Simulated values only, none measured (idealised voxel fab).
You're looking at the process module voxel ribs on slabs.
Displayed cross-section: cut, width of 215 nm, square cells sized 5 nm.
In what follows, cross-sections appear as grids of square cells, described through bands that run from the top down, where every band is one or more rows of cells. Top, bottom (nm), then materials left to right with widths (nm); lone material tagged "throughout" fills the whole band edge to edge; "air" = empty space. Heights are expressed relative to 0, this being the level below which the as-received wafer comprises one material exclusively. The lowest band is unbounded in the downward direction and is denoted as in "from 0 down". A width such as "30->40" changes by the same amount from each row of cells to the next, from the band's top row to its bottom row. "nothing got changed" after a step means that no cell of the cross-section changed. So "Enclosed cavities" is basically the list of trapped voids: any empty space of 8 cells or more that can't reach the top through an opening. They're written width x height at distance, the distance being from the left edge, and it's all nm. That trailing text on a step's line, after the settings, is the simulator's own remark on the step. "overlay nm" denotes, for a step that has a mask, the displacement of the mask to the right of its planned place, with negative values corresponding to the left.
-- Steps planned for the process
1. RECEIVE with material Si
2. DIRECTIONAL_DEP with material SiO2, thk nm 20
3. DIRECTIONAL_DEP with material SiN, thk nm 25
4. MASKED_ETCH with tone cover, mask id RIB, width nm 30, etch materials SiN, depth nm 10, overlay nm 0
5. DIRECTIONAL_DEP with material aC, thk nm 15
6. PATTERN with tone cover, mask id SLAB, material resist, width nm 60, thk nm 30, overlay nm 0
7. DIRECTIONAL_ETCH with etch materials aC, depth nm 15
8. STRIP with etch materials resist
9. DIRECTIONAL_ETCH with etch materials SiN, depth nm 15
10. STRIP with etch materials aC
11. FILL_DEP with material SiO2, thk nm 20
12. CMP with height nm 55
13. DIRECTIONAL_DEP with material TiN, thk nm 5
14. PATTERN with tone cover, mask id HEATER, material resist, width nm 40, thk nm 15, overlay nm 0
15. DIRECTIONAL_ETCH with etch materials TiN, depth nm 5
16. STRIP with etch materials resist
17. CONFORMAL_DEP with material SiO2, thk nm 10
-- First of two wafers - as planned
-- Wafer cross-section on receipt, i.e. after step 1
> from 0 down: Si throughout
> Enclosed cavities: none
-- The wafer, seen in cross-section, after step 2
> from 20 to 0: SiO2 throughout
> For the remainder of the cross-section, below 0, there is no change.
-- The wafer, seen in cross-section, after step 3
> from 45 to 20: SiN throughout
> For the remainder of the cross-section, below 20, there is no change.
-- The wafer, seen in cross-section, after step 4
> from 45 to 35: 90 air  30 SiN  95 air
> For the remainder of the cross-section, below 35, there is no change.
-- The wafer, seen in cross-section, after step 5
> from 60 to 50: 90 air  30 aC  95 air
> from 50 to 45: aC throughout
> from 45 to 35: 90 aC  30 SiN  95 aC
> For the remainder of the cross-section, below 35, there is no change.
-- The wafer, seen in cross-section, after step 6
> from 90 to 60: 75 air  60 resist  80 air
> from 60 to 50: 75 air  15 resist  30 aC  15 resist  80 air
> For the remainder of the cross-section, below 50, there is no change.
-- The wafer, seen in cross-section, after step 7
> from 75 to 60: 75 air  60 resist  80 air
> from 60 to 50: 75 air  15 resist  30 aC  15 resist  80 air
> from 50 to 45: 75 air  60 aC  80 air
> from 45 to 35: 75 air  15 aC  30 SiN  15 aC  80 air
> For the remainder of the cross-section, below 35, there is no change.
-- The wafer, seen in cross-section, after step 8
> from 60 to 50: 90 air  30 aC  95 air
> For the remainder of the cross-section, below 50, there is no change.
-- The wafer, seen in cross-section, after step 9
> from 60 to 50: 90 air  30 aC  95 air
> from 50 to 45: 75 air  60 aC  80 air
> from 45 to 35: 75 air  15 aC  30 SiN  15 aC  80 air
> from 35 to 20: 75 air  60 SiN  80 air
> For the remainder of the cross-section, below 20, there is no change.
-- The wafer, seen in cross-section, after step 10
> from 45 to 35: 90 air  30 SiN  95 air
> For the remainder of the cross-section, below 35, there is no change.
-- The wafer, seen in cross-section, after step 11
> from 65 to 45: SiO2 throughout
> from 45 to 35: 90 SiO2  30 SiN  95 SiO2
> from 35 to 20: 75 SiO2  60 SiN  80 SiO2
> For the remainder of the cross-section, below 20, there is no change.
-- The wafer, seen in cross-section, after step 12
> from 55 to 45: SiO2 throughout
> For the remainder of the cross-section, below 45, there is no change.
-- The wafer, seen in cross-section, after step 13
> from 60 to 55: TiN throughout
> For the remainder of the cross-section, below 55, there is no change.
-- The wafer, seen in cross-section, after step 14
> from 75 to 60: 85 air  40 resist  90 air
> For the remainder of the cross-section, below 60, there is no change.
-- The wafer, seen in cross-section, after step 15
> from 75 to 60: 85 air  40 resist  90 air
> from 60 to 55: 85 air  40 TiN  90 air
> For the remainder of the cross-section, below 55, there is no change.
-- The wafer, seen in cross-section, after step 16
> from 60 to 55: 85 air  40 TiN  90 air
> For the remainder of the cross-section, below 55, there is no change.
-- The wafer, seen in cross-section, after step 17
> from 70 to 65: 75 air  60 SiO2  80 air
> from 65 to 60: SiO2 throughout
> from 60 to 55: 85 SiO2  40 TiN  90 SiO2
> For the remainder of the cross-section, below 55, there is no change.
-- The second wafer: identical to the first at the outset and in its planned sequence, differing only in that one mistake was made during processing; up to and including step 5, its path is the first wafer's path
-- Second wafer, sectioned view, at step 6's planned end time
> from 90 to 60: 75 resist  60 air  80 resist
> from 60 to 50: 75 resist  15 air  30 aC  15 air  80 resist
> For the remainder of the cross-section, below 50, there is no change.
-- Second wafer, sectioned view, at step 7's planned end time
> from 75 to 50: 75 resist  60 air  80 resist
> from 50 to 45: 75 aC  60 air  80 aC
> from 45 to 35: 75 aC  15 air  30 SiN  15 air  80 aC
> For the remainder of the cross-section, below 35, there is no change.
-- Second wafer, sectioned view, at step 8's planned end time
> from 50 to 45: 75 aC  60 air  80 aC
> For the remainder of the cross-section, below 45, there is no change.
-- Second wafer, sectioned view, at step 9's planned end time
> from 50 to 35: 75 aC  60 air  80 aC
> from 35 to 30: 75 SiN  60 air  80 SiN
> from 30 to 20: 75 SiN  15 air  30 SiN  15 air  80 SiN
> For the remainder of the cross-section, below 20, there is no change.
-- Second wafer, sectioned view, at step 10's planned end time
> from 35 to 30: 75 SiN  60 air  80 SiN
> For the remainder of the cross-section, below 30, there is no change.
-- Second wafer, sectioned view, at step 11's planned end time
> from 55 to 35: SiO2 throughout
> from 35 to 30: 75 SiN  60 SiO2  80 SiN
> from 30 to 20: 75 SiN  15 SiO2  30 SiN  15 SiO2  80 SiN
> For the remainder of the cross-section, below 20, there is no change.
Second wafer, sectioned view, at step 12's planned end time: nothing got changed
-- Second wafer, sectioned view, at step 13's planned end time
> from 60 to 55: TiN throughout
> For the remainder of the cross-section, below 55, there is no change.
-- Second wafer, sectioned view, at step 14's planned end time
> from 75 to 60: 85 air  40 resist  90 air
> For the remainder of the cross-section, below 60, there is no change.
-- Second wafer, sectioned view, at step 15's planned end time
> from 75 to 60: 85 air  40 resist  90 air
> from 60 to 55: 85 air  40 TiN  90 air
> For the remainder of the cross-section, below 55, there is no change.
-- Second wafer, sectioned view, at step 16's planned end time
> from 60 to 55: 85 air  40 TiN  90 air
> For the remainder of the cross-section, below 55, there is no change.
-- Second wafer, sectioned view, at step 17's planned end time
> from 70 to 65: 75 air  60 SiO2  80 air
> from 65 to 60: SiO2 throughout
> from 60 to 55: 85 SiO2  40 TiN  90 SiO2
> For the remainder of the cross-section, below 55, there is no change.
Error vs. plan: step 6 was run on a setting that differed from the plan, and what really ran there is PATTERN with tone open, mask id SLAB, material resist, width nm 60, thk nm 30, overlay nm 0
End check, counted in cells, second wafer has more or fewer of these materials than the first: SiN: 57 more; SiO2: 57 fewer
